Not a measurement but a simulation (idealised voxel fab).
voxel ribs on slabs: a process module
Shown is cross-section cut, with a width of 265 nm and square cells of size 5 nm.
In what follows, cross-sections appear as grids of square cells, described through bands that run from the top down, where every band is one or more rows of cells. Heads up on the band format: heights come first, top then bottom, in nm. After that it's the materials left to right, each with its width in nm. A single material flagged "everywhere" fills the whole band edge to edge, and "blank" means there's empty space there. We count height from 0. Below that, the starting wafer is all one material. The lowest band never ends at the bottom but goes on down; see "top 0, no bottom" for how that is written. The width entry "30..40" should be interpreted row by row: the top row of cells in the band takes the first number, the bottom row takes the second number, and the change between adjacent rows is uniform throughout. It should be understood that the words "remains unaltered", when stated for a given step, signify that the cross-section underwent no change in any of its cells during that step. "Closed void list" - sealed voids, min. 8 cells, no opening to top; format: width x height at distance (distance from left edge; nm throughout). Whatever follows a step's settings on its line is a remark the simulator itself makes about that step. overlay nm: for a step with a mask, the amount by which the mask lay right of where it was planned; a negative amount means left of it.

Process steps foreseen in the plan
1. RECEIVE | material Si
2. DIRECTIONAL_DEP | material SiO2 | thk nm 30
3. DIRECTIONAL_DEP | material polySi | thk nm 20
4. PATTERN | tone cover | mask id RIB | material resist | width nm 25 | thk nm 20 | overlay nm -15
5. DIRECTIONAL_ETCH | etch materials polySi | depth nm 10
6. STRIP | etch materials resist
7. MASKED_ETCH | tone cover | mask id SLAB | width nm 65 | etch materials polySi | depth nm 10 | overlay nm 0
8. FILL_DEP | material SiO2 | thk nm 15
9. CMP | height nm 60
10. DIRECTIONAL_DEP | material W | thk nm 5
11. MASKED_ETCH | tone cover | mask id HEATER | width nm 35 | etch materials W | depth nm 5 | overlay nm 0
12. CONFORMAL_DEP | material SiN | thk nm 10
varied across the wafers: overlay nm of step 4. The plan shows the first wafer's value. All wafers start alike

First of several wafers, received after step 1, in cross-section
    top 0, no bottom = Si everywhere
    Closed void list: none

Gained (+) or lost (-) cells of each material since receipt, then closed voids: one row per wafer, at the end of the module
overlay nm -15, +110 SiN, +600 SiO2, +7 W, +36 polySi, Closed void list: none
overlay nm -10, +110 SiN, +600 SiO2, +7 W, +36 polySi, Closed void list: none
overlay nm -5, +110 SiN, +600 SiO2, +7 W, +36 polySi, Closed void list: none
overlay nm 0, +110 SiN, +600 SiO2, +7 W, +36 polySi, Closed void list: none
overlay nm 5, +110 SiN, +600 SiO2, +7 W, +36 polySi, Closed void list: none
overlay nm 10, +110 SiN, +600 SiO2, +7 W, +36 polySi, Closed void list: none
overlay nm 15, +110 SiN, +600 SiO2, +7 W, +36 polySi, Closed void list: none
